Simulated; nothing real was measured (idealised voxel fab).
process module | voxel ribs on slabs
cross-section cut | 270 nm wide | cells 5 nm
A cross-section is a grid of square cells, given in bands from the top down. A band is one or more rows of cells.
Each band's line starts with the height of the band's top and of its bottom, in nm. Then come its materials from left to right, each with its width in nm. One material with "throughout" fills the band from edge to edge. "air" is empty space.
Height 0 is the level under which the wafer as received is all one material. The lowest band goes on downwards, as in "0 down".
A width such as "30 to 40" changes by the same amount from each row of cells to the next, from the band's top row to its bottom row.
"no change" after a step means that no cell of the cross-section changed.
closed voids: empty space of 8 cells or more with no open way to the top, each as width x height at its distance from the left edge, in nm
after a step's settings: what the simulator itself notes on the step
overlay nm, on a step with a mask: how far to the right of its planned place the mask lay; to the left if negative
plan
1 op RECEIVE | material Si
2 op DIRECTIONAL_DEP | material SiO2 | thk nm 25
3 op DIRECTIONAL_DEP | material SiN | thk nm 20
4 op PATTERN | tone cover | mask id RIB | material resist | width nm 15 | thk nm 20 | overlay nm -15
5 op DIRECTIONAL_ETCH | etch materials SiN | depth nm 5
6 op STRIP | etch materials resist
7 op PATTERN | tone cover | mask id SLAB | material resist | width nm 75 | thk nm 20 | overlay nm 0
8 op DIRECTIONAL_ETCH | etch materials SiN | depth nm 15
9 op STRIP | etch materials resist
10 op FILL_DEP | material SiO2 | thk nm 25
11 op CMP | height nm 60
12 op DIRECTIONAL_DEP | material W | thk nm 5
13 op MASKED_ETCH | tone cover | mask id HEATER | width nm 25 | etch materials W | depth nm 5 | overlay nm 0
14 op CONFORMAL_DEP | material SiO2 | thk nm 5
varied across the wafers: overlay nm of step 4. The plan shows the first wafer's value. All wafers start alike
first wafer as received, after step 1
  0 down: Si throughout
  closed voids: none
first wafer at the end, after step 14
  70 to 65: air 115 | SiO2 35 | air 120
  65 to 60: SiO2 120 | W 25 | SiO2 125
  60 to 45: SiO2 throughout
  45 to 40: SiO2 110 | SiN 15 | SiO2 145
  40 to 25: SiO2 95 | SiN 75 | SiO2 100
  25 to 0: SiO2 throughout
  0 down: Si throughout
  closed voids: none
last wafer at the end
  70 to 65: air 115 | SiO2 35 | air 120
  65 to 60: SiO2 120 | W 25 | SiO2 125
  60 to 45: SiO2 throughout
  45 to 40: SiO2 140 | SiN 15 | SiO2 115
  40 to 25: SiO2 95 | SiN 75 | SiO2 100
  25 to 0: SiO2 throughout
  0 down: Si throughout
  closed voids: none
each wafer at the end: cells of each material gained (+) or lost (-) since it was received, then its closed voids
overlay nm -15 | +48 SiN | +656 SiO2 | +5 W | closed voids: none
overlay nm -10 | +48 SiN | +656 SiO2 | +5 W | closed voids: none
overlay nm -5 | +48 SiN | +656 SiO2 | +5 W | closed voids: none
overlay nm 0 | +48 SiN | +656 SiO2 | +5 W | closed voids: none
overlay nm 5 | +48 SiN | +656 SiO2 | +5 W | closed voids: none
overlay nm 10 | +48 SiN | +656 SiO2 | +5 W | closed voids: none
overlay nm 15 | +48 SiN | +656 SiO2 | +5 W | closed voids: none
